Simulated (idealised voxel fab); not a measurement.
Process module name: voxel wiring stack
Square cell edge 5 nm, section width 235 nm, ID cut.
Cross-section = grid of square cells, listed top down in bands; band = one or more rows.
This entry defines a band. It first specifies the height of the band's top and the height of its bottom in nm, and then specifies the band's materials from left to right, stating each material with its width in nm. The word "everywhere" identifies a single material that fills the band from edge to edge, while the word "air" identifies empty space.
The level at which height equals 0 is the one under which the wafer, as it arrives, is entirely one material. No lower edge exists for the bottom band, which continues downward and is notated as in "0 nm and below".
A two-number width, for instance "30..40", indicates that the width is equal to the first number in the top row of the band and to the second number in the bottom row, and that it changes by a constant amount per row of cells.
"everything unchanged" after a step means that no cell of the cross-section changed.
"Sealed internal cavities" lists enclosed empty spaces (at least 8 cells, no open path upward to the top), each as width x height at distance from the left edge, in nm.
On each step's line, the part that comes after the settings is the simulator's own comment on the step.
overlay nm: step with mask; distance mask lay right of planned place; negative value = left of planned place.

**Steps planned for the process**
- 1: RECEIVE,material Si
- 2: CONFORMAL_DEP,material SiO2,thk nm 15
- 3: DIRECTIONAL_DEP,material TiN,thk nm 5
- 4: DIRECTIONAL_DEP,material W,thk nm 15
- 5: PATTERN,tone cover,mask id METAL_1,material resist,width nm 25,pitch nm 55,thk nm 20,overlay nm 0
- 6: DIRECTIONAL_ETCH,etch materials W,depth nm 15
- 7: DIRECTIONAL_ETCH,etch materials TiN,depth nm 5
- 8: STRIP,etch materials resist
- 9: CONFORMAL_DEP,material SiN,thk nm 5
- 10: FILL_DEP,material lowk,thk nm 10
- 11: CMP,height nm 35
- 12: CONFORMAL_DEP,material SiCN,thk nm 5
- 13: DIRECTIONAL_DEP,material SiO2,thk nm 20
- 14: DIRECTIONAL_DEP,material aC,thk nm 10
- 15: PATTERN,tone open,mask id PLUG_1,material resist,width nm 15,pitch nm 110,thk nm 30,overlay nm 0
- 16: DIRECTIONAL_ETCH,etch materials aC,depth nm 10
- 17: STRIP,etch materials resist
- 18: DIRECTIONAL_ETCH,etch materials SiO2,depth nm 20
- 19: DIRECTIONAL_ETCH,etch materials SiCN,depth nm 5
- 20: STRIP,etch materials aC
- 21: CONFORMAL_DEP,material TiN,thk nm 5
- 22: FILL_DEP,material Ru,thk nm 5
- 23: CMP,height nm 60
- 24: DIRECTIONAL_DEP,material TiN,thk nm 5
- 25: DIRECTIONAL_DEP,material Ru,thk nm 25
- 26: PATTERN,tone cover,mask id METAL_2,material resist,width nm 25,pitch nm 55,thk nm 20,overlay nm 0
- 27: DIRECTIONAL_ETCH,etch materials Ru,depth nm 25
- 28: DIRECTIONAL_ETCH,etch materials TiN,depth nm 5
- 29: STRIP,etch materials resist
- 30: FILL_DEP,material SiO2,thk nm 5
- 31: CMP,height nm 90
- 32: CONFORMAL_DEP,material SiCN,thk nm 5
- 33: DIRECTIONAL_DEP,material lowk,thk nm 25
- 34: MASKED_ETCH,tone open,mask id METAL_3_HOLES,width nm 15,pitch nm 110,etch materials lowk,depth nm 25,overlay nm 0
- 35: PATTERN,tone open,mask id METAL_3,material resist,width nm 25,pitch nm 55,thk nm 20,overlay nm 0
- 36: DIRECTIONAL_ETCH,etch materials lowk,depth nm 15
- 37: DIRECTIONAL_ETCH,etch materials SiCN,depth nm 5
- 38: STRIP,etch materials resist
- 39: CONFORMAL_DEP,material TiN,thk nm 5
- 40: FILL_DEP,material Cu,thk nm 10
- 41: CMP,height nm 120
- 42: CONFORMAL_DEP,material SiCN,thk nm 5
- 43: DIRECTIONAL_DEP,material SiO2,thk nm 15
- 44: PATTERN,tone open,mask id PLUG_3,material resist,width nm 15,pitch nm 55,thk nm 20,overlay nm 0
- 45: DIRECTIONAL_ETCH,etch materials SiO2,depth nm 15
- 46: DIRECTIONAL_ETCH,etch materials SiCN,depth nm 5
- 47: STRIP,etch materials resist
- 48: EPI,material Ru,thk nm 10
- 49: EPI,material Ru,thk nm 10
- 50: CONFORMAL_DEP,material SiCN,thk nm 5
- 51: DIRECTIONAL_DEP,material lowk,thk nm 15
- 52: MASKED_ETCH,tone open,mask id METAL_4,width nm 25,pitch nm 55,etch materials lowk,depth nm 15,overlay nm 0
- 53: MASKED_ETCH,tone open,mask id METAL_4,width nm 25,pitch nm 55,etch materials SiCN,depth nm 5,overlay nm 0
- 54: CONFORMAL_DEP,material TiN,thk nm 5
- 55: FILL_DEP,material Cu,thk nm 10
- 56: CMP,height nm 160
- 57: EPI,material Ru,thk nm 5
- 58: FILL_DEP,material SiCN,thk nm 5

**Shown in cross-section is the wafer as received, that is, as it stands after step 1**
> 0 nm and below  Si everywhere
> Sealed internal cavities: none

**a wafer at the end: this start, this plan, one mistake**
> 170 nm to 165 nm  SiCN everywhere
> 165 nm to 160 nm  SiCN 15 nm, then Ru 35 nm, then SiCN 20 nm, then Ru 35 nm, then SiCN 20 nm, then Ru 35 nm, then SiCN 20 nm, then Ru 35 nm, then SiCN 20 nm
> 160 nm to 155 nm  lowk 20 nm, then TiN 5 nm, then Cu 15 nm, then TiN 5 nm, then lowk 30 nm, then TiN 5 nm, then Cu 15 nm, then TiN 5 nm, then lowk 30 nm, then TiN 5 nm, then Cu 15 nm, then TiN 5 nm, then lowk 30 nm, then TiN 5 nm, then Cu 15 nm, then TiN 5 nm, then lowk 25 nm
> 155 nm to 150 nm  lowk 5 nm, then SiCN 15 nm, then TiN 25 nm, then SiCN 5 nm, then lowk 10 nm, then SiCN 15 nm, then TiN 25 nm, then SiCN 5 nm, then lowk 10 nm, then SiCN 15 nm, then TiN 25 nm, then SiCN 5 nm, then lowk 10 nm, then SiCN 15 nm, then TiN 25 nm, then SiCN 5 nm, then lowk 20 nm
> 150 nm to 145 nm  lowk 5 nm, then SiCN 5 nm, then Ru 35 nm, then SiCN 5 nm, then lowk 10 nm, then SiCN 5 nm, then Ru 35 nm, then SiCN 5 nm, then lowk 10 nm, then SiCN 5 nm, then Ru 35 nm, then SiCN 5 nm, then lowk 10 nm, then SiCN 5 nm, then Ru 35 nm, then SiCN 5 nm, then lowk 20 nm
> 145 nm to 140 nm  SiCN 10 nm, then Ru 35 nm, then SiCN 20 nm, then Ru 35 nm, then SiCN 20 nm, then Ru 35 nm, then SiCN 20 nm, then Ru 35 nm, then SiCN 25 nm
> 140 nm to 125 nm  SiO2 20 nm, then Ru 15 nm, then SiO2 40 nm, then Ru 15 nm, then SiO2 40 nm, then Ru 15 nm, then SiO2 40 nm, then Ru 15 nm, then SiO2 35 nm
> 125 nm to 120 nm  SiCN 20 nm, then Ru 15 nm, then SiCN 40 nm, then Ru 15 nm, then SiCN 40 nm, then Ru 15 nm, then SiCN 40 nm, then Ru 15 nm, then SiCN 35 nm
> 120 nm to 110 nm  lowk 20 nm, then TiN 5 nm, then Cu 15 nm, then TiN 5 nm, then lowk 30 nm, then TiN 5 nm, then Cu 15 nm, then TiN 5 nm, then lowk 30 nm, then TiN 5 nm, then Cu 15 nm, then TiN 5 nm, then lowk 30 nm, then TiN 5 nm, then Cu 15 nm, then TiN 5 nm, then lowk 25 nm
> 110 nm to 105 nm  lowk 20 nm, then TiN 5 nm, then Cu 5 nm, then TiN 15 nm, then lowk 30 nm, then TiN 25 nm, then lowk 30 nm, then TiN 5 nm, then Cu 5 nm, then TiN 15 nm, then lowk 30 nm, then TiN 25 nm, then lowk 25 nm
> 105 nm to 95 nm  lowk 20 nm, then TiN 5 nm, then Cu 5 nm, then TiN 5 nm, then lowk 95 nm, then TiN 5 nm, then Cu 5 nm, then TiN 5 nm, then lowk 90 nm
> 95 nm to 90 nm  SiCN 20 nm, then TiN 15 nm, then SiCN 95 nm, then TiN 15 nm, then SiCN 90 nm
> 90 nm to 65 nm  SiO2 20 nm, then Ru 25 nm, then SiO2 30 nm, then Ru 25 nm, then SiO2 30 nm, then Ru 25 nm, then SiO2 30 nm, then Ru 25 nm, then SiO2 25 nm
> 65 nm to 60 nm  SiO2 20 nm, then TiN 25 nm, then SiO2 30 nm, then TiN 25 nm, then SiO2 30 nm, then TiN 25 nm, then SiO2 30 nm, then TiN 25 nm, then SiO2 25 nm
> 60 nm to 40 nm  SiO2 20 nm, then TiN 5 nm, then Ru 5 nm, then TiN 5 nm, then SiO2 95 nm, then TiN 5 nm, then Ru 5 nm, then TiN 5 nm, then SiO2 90 nm
> 40 nm to 35 nm  SiCN 20 nm, then TiN 15 nm, then SiCN 95 nm, then TiN 15 nm, then SiCN 90 nm
> 35 nm to 20 nm  lowk 15 nm, then SiN 5 nm, then W 25 nm, then SiN 5 nm, then lowk 20 nm, then SiN 5 nm, then W 25 nm, then SiN 5 nm, then lowk 20 nm, then SiN 5 nm, then W 25 nm, then SiN 5 nm, then lowk 20 nm, then SiN 5 nm, then W 25 nm, then SiN 5 nm, then lowk 20 nm
> 20 nm to 15 nm  SiN 20 nm, then TiN 25 nm, then SiN 30 nm, then TiN 25 nm, then SiN 30 nm, then TiN 25 nm, then SiN 30 nm, then TiN 25 nm, then SiN 25 nm
> 15 nm to 0 nm  SiO2 everywhere
> 0 nm and below  Si everywhere
> Sealed internal cavities: none
Want to know what went wrong? one of the identical steps 48 and 49 was executed twice, with no means of telling which
